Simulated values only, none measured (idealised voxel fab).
Herein follows the process module entitled voxel released beams.
Pictured: cross-section cut, 245 nm wide, on a grid of 5 nm square cells.
In this document a cross-section is written as a grid of square cells. It is given as a series of bands, listed from the top down, and a band is one or more rows of cells. Heads up on the band format: heights come first, top then bottom, in nm. After that it's the materials left to right, each with its width in nm. A single material flagged "edge to edge" fills the whole band edge to edge, and "air" means there's empty space there. Zero point of the height axis is 0; under it, received wafer = one material. Lowest band: continues down indefinitely, "from 0 down". Think of "30..40" as a width that walks from the first number to the second as you go down the band, top row to bottom row, taking equal-sized steps from row to row. It should be understood that the words "no alterations made", when stated for a given step, signify that the cross-section underwent no change in any of its cells during that step. What "closed voids" gives you is every empty space of 8 cells or more that is cut off from the top. Each appears as width x height at distance, with the distance taken from the left edge and width, height and distance all in nm. Text after the settings on a step's line: the simulator's own remark on that step. overlay nm: how far to the right of its planned place the mask lay on this masked step (negative: to the left).
The steps planned for the process are as follows
| 1 | RECEIVE,material Si |
| 2 | CONFORMAL_DEP,material Al2O3,thk nm 5 |
| 3 | DIRECTIONAL_DEP,material SiO2,thk nm 15 |
| 4 | MASKED_ETCH,tone open,mask id ANCHOR,width nm 25,etch materials SiO2,depth nm 15,overlay nm 0 |
| 5 | CONFORMAL_DEP,material polySi,thk nm 10 |
| 6 | MASKED_ETCH,tone cover,mask id BEAM,width nm 70,etch materials polySi,depth nm 10,overlay nm 0 |
| 7 | STRIP,etch materials SiO2 |
Where the wafers of this document differ is in the thk nm of step 2; they start out the same, and the plan states the value that applied to the first wafer.
Sectional view: first of several wafers, as received, after step 1
from 0 down = Si edge to edge
closed voids: none
Note: the following table is arranged by wafer, a row apiece. Each row reports the end-of-module state: per material, cells gained (+) or cells lost (-) compared with the wafer as received; closed voids follow
thk nm 5 | +49 Al2O3 | +40 polySi | closed voids: none
thk nm 10 | +98 Al2O3 | +40 polySi | closed voids: none
thk nm 15 | +147 Al2O3 | +40 polySi | closed voids: none
thk nm 20 | +196 Al2O3 | +40 polySi | closed voids: none
